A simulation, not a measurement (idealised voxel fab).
The process module that follows is named voxel capacitor over wiring.
Pictured: cross-section cut, 245 nm wide, on a grid of 5 nm square cells.
We lay out every cross-section as a grid of square cells and spell it out in bands from the top down, where one band means one or more rows of cells.
Within each band entry, the heights of the top and of the bottom of the band appear first, in that order and in nm; the materials of the band then follow from left to right, each with its corresponding width in nm. The designation "everywhere" on a single material indicates that it fills the band from edge to edge; the designation "air" indicates empty space.
For the purposes of this specification, 0 denotes the height below which the wafer in its as-received condition is composed wholly of one material, and the lowermost band, lacking a lower limit, extends downward without end, as expressed in "0 -> down".
The two numbers in a width such as "30..40" mark its ends across the band: the first belongs to the top row of cells, the second to the bottom row, and from each row to the next the width moves by the same amount.
"identical to before", as given for a step, is the statement that not any cell of the cross-section underwent a change during that step.
Each empty space that has no open way to the top and spans at least 8 cells appears under "Completely sealed voids" as width x height at distance, the distance counted from the left edge, all in nm.
If you see something after the settings on a step's line, that's the simulator's own remark about that step.
"overlay nm", when on a step's line for a step with a mask, measures how far to the right of its planned place the mask lay; a negative measure means to the left.

Process steps - plan
1,RECEIVE,material Si
2,CONFORMAL_DEP,material SiO2,thk nm 15
3,DIRECTIONAL_DEP,material TiN,thk nm 5
4,DIRECTIONAL_DEP,material W,thk nm 20
5,DIRECTIONAL_DEP,material aC,thk nm 15
6,PATTERN,tone cover,mask id METAL_1,material resist,width nm 30,pitch nm 90,thk nm 35,overlay nm 0
7,DIRECTIONAL_ETCH,etch materials aC,depth nm 15
8,STRIP,etch materials resist
9,DIRECTIONAL_ETCH,etch materials W,depth nm 20
10,DIRECTIONAL_ETCH,etch materials TiN,depth nm 5
11,STRIP,etch materials aC
12,FILL_DEP,material lowk,thk nm 5
13,CMP,height nm 40
14,CONFORMAL_DEP,material SiCN,thk nm 5
15,DIRECTIONAL_DEP,material lowk,thk nm 10
16,DIRECTIONAL_DEP,material aC,thk nm 10
17,PATTERN,tone open,mask id PLUG_1,material resist,width nm 15,thk nm 25,overlay nm 0
18,DIRECTIONAL_ETCH,etch materials aC,depth nm 10
19,STRIP,etch materials resist
20,DIRECTIONAL_ETCH,etch materials lowk,depth nm 10
21,DIRECTIONAL_ETCH,etch materials SiCN,depth nm 5
22,STRIP,etch materials aC
23,EPI,material Ru,thk nm 10
24,EPI,material Ru,thk nm 5
25,DIRECTIONAL_DEP,material TiN,thk nm 5
26,DIRECTIONAL_DEP,material Al2O3,thk nm 5
27,DIRECTIONAL_DEP,material TiN,thk nm 5
28,PATTERN,tone cover,mask id UPPER_PLATE,material resist,width nm 65,thk nm 15,overlay nm 0
29,DIRECTIONAL_ETCH,etch materials TiN,depth nm 5
30,DIRECTIONAL_ETCH,etch materials Al2O3,depth nm 5
31,STRIP,etch materials resist
32,DIRECTIONAL_DEP,material aC,thk nm 10
33,PATTERN,tone cover,mask id LOWER_PLATE,material resist,width nm 75,thk nm 30,overlay nm 0
34,DIRECTIONAL_ETCH,etch materials aC,depth nm 10
35,STRIP,etch materials resist
36,DIRECTIONAL_ETCH,etch materials TiN,depth nm 5
37,STRIP,etch materials aC
38,FILL_DEP,material SiO2,thk nm 15
39,CMP,height nm 80
40,PATTERN,tone open,mask id PLUG_2,material resist,width nm 15,thk nm 15,overlay nm 0
41,DIRECTIONAL_ETCH,etch materials SiO2,depth nm 10
42,STRIP,etch materials resist
43,CONFORMAL_DEP,material TiN,thk nm 5
44,FILL_DEP,material Cu,thk nm 10
45,CMP,height nm 80
46,CONFORMAL_DEP,material SiN,thk nm 5

Cross-section: wafer on arrival = after step 1
0 -> down | Si everywhere
Completely sealed voids: none

Starting wafer: above. Plan: above. Run: one mistake. Cross-section after the module: below
85 -> 80 | SiN everywhere
80 -> 75 | SiO2 85, then TiN 5, then Cu 5, then TiN 5, then SiO2 145
75 -> 70 | SiO2 85, then TiN 15, then SiO2 145
70 -> 65 | SiO2 everywhere
65 -> 55 | SiO2 75..70, then TiN 65..75, then SiO2 105..100
55 -> 45 | lowk 75, then Ru 15, then lowk 155
45 -> 40 | SiCN 75, then Ru 15, then SiCN 155
40 -> 20 | lowk 60, then W 30, then lowk 60, then W 30, then lowk 65
20 -> 15 | lowk 60, then TiN 30, then lowk 60, then TiN 30, then lowk 65
15 -> 0 | SiO2 everywhere
0 -> down | Si everywhere
Completely sealed voids: none
Heads up, the wafer didn't run the way we planned it: heads up, step 26 of the plan was skipped and never actually ran
